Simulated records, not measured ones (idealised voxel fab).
Process module under the name voxel local oxidation
The width of the displayed cross-section, cut, is 275 nm; its cells are square, with a size of 5 nm.
A cross-section is written here as square cells arranged in a grid, and it is given in bands from the top down, each band taking up one or more rows of cells.
Band: top and bottom heights (nm) first, top before bottom; then materials from left to right, widths in nm. "throughout" marks a sole material filling the band edge to edge. "air" denotes empty space.
Heights are measured from 0, the level below which the as-received wafer is all one material; the lowest band has no bottom and continues downward, written as in "z 0 and below".
Width "30->40": first value at the band's top row of cells, second value at its bottom row, equal change from row to row.
"nothing different" for a step: no cell of the cross-section changed in that step.
Basically, "Closed void list" tells you about the enclosed voids: empty spaces with no open way to the top, 8 cells or bigger, each written width x height at distance, where distance is from the left edge, all in nm.
Formally, on a step line, whatever follows the settings is a remark that the simulator itself makes on the step.
"overlay nm" denotes, for a step that has a mask, the displacement of the mask to the right of its planned place, with negative values corresponding to the left.
The process steps that were planned are listed below:
| 1 | RECEIVE (material Si) |
| 2 | CONFORMAL_DEP (material SiO2; thk nm 5) |
| 3 | CONFORMAL_DEP (material SiN; thk nm 15) |
| 4 | PATTERN (tone cover; mask id ACTIVE; material resist; width nm 95; pitch nm 130; thk nm 20; overlay nm 0) |
| 5 | DIRECTIONAL_ETCH (etch materials SiN; depth nm 15) |
| 6 | STRIP (etch materials resist) |
| 7 | SELECTIVE_ETCH (etch materials SiO2; depth nm 5) |
| 8 | OXIDIZE (depth nm 15) |
| 9 | STRIP (etch materials SiN) |
The following pertains to the first of two wafers, which was processed as planned:
Delivered wafer in cross-section: state after step 1:
- z 0 and below | Si throughout
- Closed void list: none
After step 2, in cross-section:
- z 5 to 0 | SiO2 throughout
- Below 0 it's all the same as before, nothing changed down there.
After step 3, in cross-section:
- z 20 to 5 | SiN throughout
- Below 5 it's all the same as before, nothing changed down there.
After step 4, in cross-section:
- z 40 to 20 | 25 of air, 95 of resist, 35 of air, 95 of resist, 25 of air
- Below 20 it's all the same as before, nothing changed down there.
After step 5, in cross-section:
- z 40 to 20 | 25 of air, 95 of resist, 35 of air, 95 of resist, 25 of air
- z 20 to 5 | 25 of air, 95 of SiN, 35 of air, 95 of SiN, 25 of air
- Below 5 it's all the same as before, nothing changed down there.
After step 6, in cross-section:
- z 20 to 5 | 25 of air, 95 of SiN, 35 of air, 95 of SiN, 25 of air
- Below 5 it's all the same as before, nothing changed down there.
After step 7, in cross-section:
- z 20 to 5 | 25 of air, 95 of SiN, 35 of air, 95 of SiN, 25 of air
- z 5 to 0 | 30 of air, 85 of SiO2, 45 of air, 85 of SiO2, 30 of air
- Below 0 it's all the same as before, nothing changed down there.
After step 8, in cross-section:
- z 20 to 5 | 25 of air, 95 of SiN, 35 of air, 95 of SiN, 25 of air
- z 5 to 0 | 30 of air, 85 of SiO2, 45 of air, 85 of SiO2, 30 of air
- z 0 to -15 | 45 of SiO2, 55 of Si, 75 of SiO2, 55 of Si, 45 of SiO2
- Below -15 it's all the same as before, nothing changed down there.
After step 9, in cross-section:
- z 5 to 0 | 30 of air, 85 of SiO2, 45 of air, 85 of SiO2, 30 of air
- Below 0 it's all the same as before, nothing changed down there.
The remaining wafer, second of the two, started like the first and was run to the same plan, except that one mistake was made along the way; the two coincide through step 3, inclusive:
The second wafer cut through, at the time step 4 was supposed to be finished:
- z 40 to 20 | 25 of resist, 95 of air, 35 of resist, 95 of air, 25 of resist
- Below 20 it's all the same as before, nothing changed down there.
The second wafer cut through, at the time step 5 was supposed to be finished:
- z 40 to 20 | 25 of resist, 95 of air, 35 of resist, 95 of air, 25 of resist
- z 20 to 5 | 25 of SiN, 95 of air, 35 of SiN, 95 of air, 25 of SiN
- Below 5 it's all the same as before, nothing changed down there.
The second wafer cut through, at the time step 6 was supposed to be finished:
- z 20 to 5 | 25 of SiN, 95 of air, 35 of SiN, 95 of air, 25 of SiN
- Below 5 it's all the same as before, nothing changed down there.
The second wafer cut through, at the time step 7 was supposed to be finished:
- z 20 to 5 | 25 of SiN, 95 of air, 35 of SiN, 95 of air, 25 of SiN
- z 5 to 0 | 20 of SiO2, 105 of air, 25 of SiO2, 105 of air, 20 of SiO2
- Below 0 it's all the same as before, nothing changed down there.
The second wafer cut through, at the time step 8 was supposed to be finished:
- z 20 to 5 | 25 of SiN, 95 of air, 35 of SiN, 95 of air, 25 of SiN
- z 5 to 0 | 20 of SiO2, 105 of air, 25 of SiO2, 105 of air, 20 of SiO2
- z 0 to -15 | 5 of Si, 265 of SiO2, 5 of Si
- Below -15 it's all the same as before, nothing changed down there.
The second wafer cut through, at the time step 9 was supposed to be finished:
- z 5 to 0 | 20 of SiO2, 105 of air, 25 of SiO2, 105 of air, 20 of SiO2
- Below 0 it's all the same as before, nothing changed down there.
What was the processing mistake? planned and actual differ for step 4; actual: PATTERN (tone open; mask id ACTIVE; material resist; width nm 95; pitch nm 130; thk nm 20; overlay nm 0)
At the finish, the second wafer shows more or fewer cells for some materials than the first does: 60 fewer of Si, 39 more of SiO2
